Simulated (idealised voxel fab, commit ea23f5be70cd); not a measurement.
Documented hereafter: the process module known as voxel trench capacitor.
We display cut, a cross-section 275 nm in width whose square cells are each 5 nm.
We lay out every cross-section as a grid of square cells and spell it out in bands from the top down, where one band means one or more rows of cells. For a band, the entry starts with two heights in nm, that of the top and then that of the bottom, and carries on with the band's materials in order from left to right, each alongside its width in nm; the word "everywhere" beside a single material means it fills the band edge to edge, and "empty" means empty space. Counting heights begins at 0, where everything beneath is, in the wafer as received, one material. The lowest band has no bottom; it goes on downwards, as "top 0, no bottom" shows. Width "30->40": first value at the band's top row of cells, second value at its bottom row, equal change from row to row. Where the words "no alterations made" appear for a step, the cross-section shows no cell changed by that step; every cell remained as before. "Sealed voids" contains a list of empty spaces, each no smaller than 8 cells and without an open way to the top, written in the form width x height at distance with the distance from the left edge and all three in nm. Note: text after step settings on the step line = simulator remark on that step. overlay nm: step with mask; distance mask lay right of planned place; negative value = left of planned place.
HERE'S WHAT THE PLANNED PROCESS STEPS LOOK LIKE
1 op RECEIVE | material Si
2 op CONFORMAL_DEP | material SiN | thk nm 10
3 op DIRECTIONAL_DEP | material aC | thk nm 10
4 op PATTERN | tone open | mask id TRENCH | material resist | width nm 25 | pitch nm 40 | thk nm 25 | overlay nm -15
5 op DIRECTIONAL_ETCH | etch materials aC | depth nm 10
6 op STRIP | etch materials resist
7 op DIRECTIONAL_ETCH | etch materials SiN | depth nm 10
8 op DIRECTIONAL_ETCH | etch materials Si | depth nm 30
9 op STRIP | etch materials aC
10 op CONFORMAL_DEP | material HfO2 | thk nm 5
11 op CONFORMAL_DEP | material TiN | thk nm 5
12 op FILL_DEP | material W | thk nm 10
13 op CMP | height nm 10
Same starting wafers, different overlay nm at step 4. Plan value belongs to the first wafer.
THE FIRST OF SEVERAL WAFERS IN CROSS-SECTION, EXACTLY AS IT REACHED US AFTER STEP 1
> top 0, no bottom: Si everywhere
> Sealed voids: none
GAINED (+) OR LOST (-) CELLS OF EACH MATERIAL SINCE RECEIPT, THEN CLOSED VOIDS: ONE ROW PER WAFER, AT THE END OF THE MODULE
overlay nm -15, +38 HfO2, -60 Si, +90 SiN, +30 TiN, +12 W, Sealed voids: none
overlay nm -10, +38 HfO2, -60 Si, +90 SiN, +30 TiN, +12 W, Sealed voids: none
overlay nm -5, +38 HfO2, -60 Si, +90 SiN, +30 TiN, +12 W, Sealed voids: none
overlay nm 0, +38 HfO2, -60 Si, +90 SiN, +30 TiN, +12 W, Sealed voids: none
overlay nm 5, +38 HfO2, -60 Si, +90 SiN, +30 TiN, +12 W, Sealed voids: none
overlay nm 10, +38 HfO2, -60 Si, +90 SiN, +30 TiN, +12 W, Sealed voids: none
overlay nm 15, +38 HfO2, -60 Si, +90 SiN, +30 TiN, +12 W, Sealed voids: none
